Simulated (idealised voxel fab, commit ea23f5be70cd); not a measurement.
Proc. module: voxel gate over fins
Section shown: cut. Width: 220 nm. Cell size: 5 nm, square.
Just so we're on the same page, the cross-sections are grids of square cells, and they're listed out in bands top to bottom, each band one or more rows deep. It is stipulated that each band's entry specify, in nanometres, the height of the top of the band and then that of its bottom, followed by the materials of the band in left-to-right sequence, each together with its width in nanometres. A single material marked by the word "throughout" is understood to fill the band from edge to edge; the word "blank" is understood to denote empty space. Beneath 0, the wafer as received is one material, and that level is where height counting begins. The lowest band goes on downward without a bottom; it is written like "0 and below". Quick explanation for "30 to 40": the width changes in equal steps down the rows of cells, from the first number in the band's top row to the second number in its bottom row. The designation "all unchanged", where it is given for a processing step, indicates that no cell of the cross-section was altered in the course of that step. Basically, "Enclosed empty spaces" tells you about the enclosed voids: empty spaces with no open way to the top, 8 cells or bigger, each written width x height at distance, where distance is from the left edge, all in nm. Past the settings on a step's line: simulator remark, on that step. overlay nm: right-of-plan distance of the mask on a masked step; negative values mean left-of-plan.

### Steps planned for the process
1 RECEIVE: material Si
2 CONFORMAL_DEP: material SiN, thk nm 5
3 DIRECTIONAL_DEP: material aC, thk nm 15
4 PATTERN: tone cover, mask id FINS, material resist, width nm 15, pitch nm 45, thk nm 30, overlay nm 0
5 DIRECTIONAL_ETCH: etch materials aC, depth nm 15
6 STRIP: etch materials resist
7 DIRECTIONAL_ETCH: etch materials SiN, depth nm 5
8 DIRECTIONAL_ETCH: etch materials Si, depth nm 40
9 STRIP: etch materials aC
10 OXIDIZE: depth nm 5
11 FILL_DEP: material SiO2, thk nm 10
12 CMP: height nm 5
13 SELECTIVE_ETCH: etch materials SiO2, depth nm 20
14 STRIP: etch materials SiN
15 CONFORMAL_DEP: material HfO2, thk nm 5
16 CONFORMAL_DEP: material TiN, thk nm 5
17 FILL_DEP: material W, thk nm 15
18 CMP: height nm 20
19 CONFORMAL_DEP: material SiCN, thk nm 5
Heads up: all these wafers start the same, and what changes between them is the width nm in step 4. The value you see in the plan is just what the first wafer got.

### Cross-section of the first of several wafers as received (after step 1)
    0 and below  Si throughout
    Enclosed empty spaces: none

### Rows = wafers. At module end, each row lists per material the cells gained (+) or lost (-) since the wafer was received, then the closed voids
width nm 15 | +62 HfO2 | -369 Si | +44 SiCN | +246 SiO2 | +62 TiN | +175 W | Enclosed empty spaces: none
width nm 20 | +62 HfO2 | -342 Si | +44 SiCN | +228 SiO2 | +62 TiN | +166 W | Enclosed empty spaces: none
width nm 25 | +62 HfO2 | -315 Si | +44 SiCN | +210 SiO2 | +62 TiN | +157 W | Enclosed empty spaces: none
width nm 30 | +62 HfO2 | -288 Si | +44 SiCN | +192 SiO2 | +62 TiN | +148 W | Enclosed empty spaces: none
